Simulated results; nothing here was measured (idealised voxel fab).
You're looking at the process module voxel wiring stack.
Square cells of 5 nm make up the cross-section cut, whose width is 160 nm.
A cross-section is a grid of square cells, given in bands from the top down. A band is one or more rows of cells.
For a band, the entry starts with two heights in nm, that of the top and then that of the bottom, and carries on with the band's materials in order from left to right, each alongside its width in nm; the word "throughout" beside a single material means it fills the band edge to edge, and "air" means empty space.
Heights are reckoned from 0. Under this level, the received wafer is all of one material. The bottommost band is open-ended downward, for example "from 0 down".
Top row gets the first number, bottom row gets the second, and each row in between changes by the same step: that is how a band width like "30 to 40" works.
Step marked "same as before"? Then no cell in the cross-section changed in it.
"Closed empty spaces": empty spaces of 8 cells or more with no open way to the top, each given as width x height at distance, distance from the left edge, all in nm.
Whatever follows a step's settings on its line is a remark the simulator itself makes about that step.
The setting "overlay nm" may be written on the line of a step. When the step uses a mask, the value reports how far to the right of the planned place the mask lay, and a negative value reports that it lay to the left.
### The steps planned for the process are as follows
1. RECEIVE, material Si
2. CONFORMAL_DEP, material SiO2, thk nm 10
3. DIRECTIONAL_DEP, material TiN, thk nm 5
4. DIRECTIONAL_DEP, material Ru, thk nm 25
5. MASKED_ETCH, tone cover, mask id METAL_1, width nm 25, pitch nm 50, etch materials Ru, depth nm 25, overlay nm 0
6. MASKED_ETCH, tone cover, mask id METAL_1, width nm 25, pitch nm 50, etch materials TiN, depth nm 5, overlay nm 0
7. CONFORMAL_DEP, material SiN, thk nm 5
8. FILL_DEP, material lowk, thk nm 5
9. CMP, height nm 40
10. CONFORMAL_DEP, material SiCN, thk nm 5
11. DIRECTIONAL_DEP, material SiO2, thk nm 35
12. DIRECTIONAL_DEP, material aC, thk nm 10
13. PATTERN, tone open, mask id METAL_2_HOLES, material resist, width nm 15, pitch nm 100, thk nm 30, overlay nm 0
14. DIRECTIONAL_ETCH, etch materials aC, depth nm 10
15. STRIP, etch materials resist
16. DIRECTIONAL_ETCH, etch materials SiO2, depth nm 35
17. STRIP, etch materials aC
18. PATTERN, tone open, mask id METAL_2, material resist, width nm 25, pitch nm 50, thk nm 15, overlay nm 0
19. DIRECTIONAL_ETCH, etch materials SiO2, depth nm 20
20. DIRECTIONAL_ETCH, etch materials SiCN, depth nm 5
21. STRIP, etch materials resist
22. CONFORMAL_DEP, material TiN, thk nm 5
23. FILL_DEP, material Cu, thk nm 10
24. CMP, height nm 80
25. CONFORMAL_DEP, material SiCN, thk nm 5
26. DIRECTIONAL_DEP, material SiO2, thk nm 30
27. MASKED_ETCH, tone open, mask id METAL_3, width nm 25, pitch nm 50, etch materials SiO2, depth nm 15, overlay nm 0
28. DIRECTIONAL_DEP, material aC, thk nm 10
29. PATTERN, tone open, mask id METAL_3_HOLES, material resist, width nm 15, pitch nm 100, thk nm 30, overlay nm 0
30. DIRECTIONAL_ETCH, etch materials aC, depth nm 10
31. STRIP, etch materials resist
32. DIRECTIONAL_ETCH, etch materials SiO2, depth nm 15
33. DIRECTIONAL_ETCH, etch materials SiCN, depth nm 5
34. STRIP, etch materials aC
35. CONFORMAL_DEP, material TiN, thk nm 5
36. FILL_DEP, material Ru, thk nm 5
37. CMP, height nm 115
38. CONFORMAL_DEP, material SiCN, thk nm 5
39. DIRECTIONAL_DEP, material lowk, thk nm 25
40. DIRECTIONAL_DEP, material aC, thk nm 15
41. PATTERN, tone open, mask id METAL_4_HOLES, material resist, width nm 15, pitch nm 100, thk nm 30, overlay nm 0
42. DIRECTIONAL_ETCH, etch materials aC, depth nm 15
43. STRIP, etch materials resist
44. DIRECTIONAL_ETCH, etch materials lowk, depth nm 25
45. STRIP, etch materials aC
46. DIRECTIONAL_DEP, material aC, thk nm 15
47. PATTERN, tone open, mask id METAL_4, material resist, width nm 25, pitch nm 50, thk nm 30, overlay nm 0
48. DIRECTIONAL_ETCH, etch materials aC, depth nm 15
49. STRIP, etch materials resist
50. DIRECTIONAL_ETCH, etch materials lowk, depth nm 15
51. DIRECTIONAL_ETCH, etch materials SiCN, depth nm 5
52. STRIP, etch materials aC
53. CONFORMAL_DEP, material TiN, thk nm 5
54. FILL_DEP, material Ru, thk nm 10
55. CMP, height nm 145
56. CONFORMAL_DEP, material SiN, thk nm 5
Every wafer here starts from the same state; it is the step 29 overlay nm that distinguishes them, and the value the plan gives belongs to the first wafer.
### Cross-section of the first of several received wafers, showing its state after step 1
from 0 down = Si throughout
Closed empty spaces: none
### Post step 56, the closing step of the module: first of several wafers, cross-sectioned
from 150 to 145 = SiN throughout
from 145 to 135 = 15 nm lowk; 5 nm TiN; 15 nm Ru; 5 nm TiN; 25 nm lowk; 5 nm TiN; 15 nm Ru; 5 nm TiN; 25 nm lowk; 5 nm TiN; 15 nm Ru; 5 nm TiN; 20 nm lowk
from 135 to 130 = 15 nm lowk; 5 nm TiN; 5 nm Ru; 15 nm TiN; 25 nm lowk; 25 nm TiN; 25 nm lowk; 5 nm TiN; 5 nm Ru; 15 nm TiN; 20 nm lowk
from 130 to 120 = 15 nm lowk; 5 nm TiN; 5 nm Ru; 5 nm TiN; 85 nm lowk; 5 nm TiN; 5 nm Ru; 5 nm TiN; 30 nm lowk
from 120 to 115 = 15 nm SiCN; 15 nm TiN; 85 nm SiCN; 15 nm TiN; 30 nm SiCN
from 115 to 105 = 15 nm SiO2; 5 nm TiN; 15 nm Ru; 5 nm TiN; 25 nm SiO2; 5 nm TiN; 15 nm Ru; 5 nm TiN; 25 nm SiO2; 5 nm TiN; 15 nm Ru; 5 nm TiN; 20 nm SiO2
from 105 to 100 = 15 nm SiO2; 5 nm TiN; 5 nm Ru; 15 nm TiN; 25 nm SiO2; 25 nm TiN; 25 nm SiO2; 5 nm TiN; 5 nm Ru; 15 nm TiN; 20 nm SiO2
from 100 to 85 = 15 nm SiO2; 5 nm TiN; 5 nm Ru; 5 nm TiN; 85 nm SiO2; 5 nm TiN; 5 nm Ru; 5 nm TiN; 30 nm SiO2
from 85 to 80 = 15 nm SiCN; 15 nm TiN; 85 nm SiCN; 15 nm TiN; 30 nm SiCN
from 80 to 65 = 15 nm SiO2; 5 nm TiN; 15 nm Cu; 5 nm TiN; 25 nm SiO2; 5 nm TiN; 15 nm Cu; 5 nm TiN; 25 nm SiO2; 5 nm TiN; 15 nm Cu; 5 nm TiN; 20 nm SiO2
from 65 to 60 = 15 nm SiO2; 5 nm TiN; 5 nm Cu; 15 nm TiN; 25 nm SiO2; 25 nm TiN; 25 nm SiO2; 5 nm TiN; 5 nm Cu; 15 nm TiN; 20 nm SiO2
from 60 to 45 = 15 nm SiO2; 5 nm TiN; 5 nm Cu; 5 nm TiN; 85 nm SiO2; 5 nm TiN; 5 nm Cu; 5 nm TiN; 30 nm SiO2
from 45 to 40 = 15 nm SiCN; 15 nm TiN; 85 nm SiCN; 15 nm TiN; 30 nm SiCN
from 40 to 15 = 10 nm lowk; 5 nm SiN; 25 nm Ru; 5 nm SiN; 15 nm lowk; 5 nm SiN; 25 nm Ru; 5 nm SiN; 15 nm lowk; 5 nm SiN; 25 nm Ru; 5 nm SiN; 15 nm lowk
from 15 to 10 = 15 nm SiN; 25 nm TiN; 25 nm SiN; 25 nm TiN; 25 nm SiN; 25 nm TiN; 20 nm SiN
from 10 to 0 = SiO2 throughout
from 0 down = Si throughout
Closed empty spaces: none
### So this is the cross-section on the last wafer at the end of the module
from 150 to 145 = SiN throughout
from 145 to 135 = 15 nm lowk; 5 nm TiN; 15 nm Ru; 5 nm TiN; 25 nm lowk; 5 nm TiN; 15 nm Ru; 5 nm TiN; 25 nm lowk; 5 nm TiN; 15 nm Ru; 5 nm TiN; 20 nm lowk
from 135 to 130 = 15 nm lowk; 5 nm TiN; 5 nm Ru; 15 nm TiN; 25 nm lowk; 25 nm TiN; 25 nm lowk; 5 nm TiN; 5 nm Ru; 15 nm TiN; 20 nm lowk
from 130 to 120 = 15 nm lowk; 5 nm TiN; 5 nm Ru; 5 nm TiN; 85 nm lowk; 5 nm TiN; 5 nm Ru; 5 nm TiN; 30 nm lowk
from 120 to 115 = 15 nm SiCN; 15 nm TiN; 85 nm SiCN; 15 nm TiN; 30 nm SiCN
from 115 to 105 = 15 nm SiO2; 5 nm TiN; 20 nm Ru; 5 nm TiN; 20 nm SiO2; 5 nm TiN; 15 nm Ru; 5 nm TiN; 25 nm SiO2; 5 nm TiN; 20 nm Ru; 5 nm TiN; 15 nm SiO2
from 105 to 100 = 15 nm SiO2; 30 nm TiN; 20 nm SiO2; 25 nm TiN; 25 nm SiO2; 30 nm TiN; 15 nm SiO2
from 100 to 85 = 30 nm SiO2; 10 nm TiN; 90 nm SiO2; 10 nm TiN; 20 nm SiO2
from 85 to 80 = 30 nm SiCN; 10 nm TiN; 90 nm SiCN; 10 nm TiN; 20 nm SiCN
from 80 to 65 = 15 nm SiO2; 5 nm TiN; 15 nm Cu; 5 nm TiN; 25 nm SiO2; 5 nm TiN; 15 nm Cu; 5 nm TiN; 25 nm SiO2; 5 nm TiN; 15 nm Cu; 5 nm TiN; 20 nm SiO2
from 65 to 60 = 15 nm SiO2; 5 nm TiN; 5 nm Cu; 15 nm TiN; 25 nm SiO2; 25 nm TiN; 25 nm SiO2; 5 nm TiN; 5 nm Cu; 15 nm TiN; 20 nm SiO2
from 60 to 45 = 15 nm SiO2; 5 nm TiN; 5 nm Cu; 5 nm TiN; 85 nm SiO2; 5 nm TiN; 5 nm Cu; 5 nm TiN; 30 nm SiO2
from 45 to 40 = 15 nm SiCN; 15 nm TiN; 85 nm SiCN; 15 nm TiN; 30 nm SiCN
from 40 to 15 = 10 nm lowk; 5 nm SiN; 25 nm Ru; 5 nm SiN; 15 nm lowk; 5 nm SiN; 25 nm Ru; 5 nm SiN; 15 nm lowk; 5 nm SiN; 25 nm Ru; 5 nm SiN; 15 nm lowk
from 15 to 10 = 15 nm SiN; 25 nm TiN; 25 nm SiN; 25 nm TiN; 25 nm SiN; 25 nm TiN; 20 nm SiN
from 10 to 0 = SiO2 throughout
from 0 down = Si throughout
Closed empty spaces: none
### Tabulated below, wafer by wafer, are the end-of-module results: for each material, the number of cells gained (+) or lost (-) relative to the as-received state, followed by the closed voids
overlay nm 0; +35 Cu; +125 Ru; +78 SiCN; +79 SiN; +339 SiO2; +146 TiN; +158 lowk; Closed empty spaces: none
overlay nm 5; +35 Cu; +125 Ru; +78 SiCN; +79 SiN; +339 SiO2; +146 TiN; +158 lowk; Closed empty spaces: none
overlay nm 10; +35 Cu; +125 Ru; +78 SiCN; +79 SiN; +339 SiO2; +146 TiN; +158 lowk; Closed empty spaces: none
overlay nm 15; +35 Cu; +121 Ru; +80 SiCN; +79 SiN; +339 SiO2; +148 TiN; +158 lowk; Closed empty spaces: none
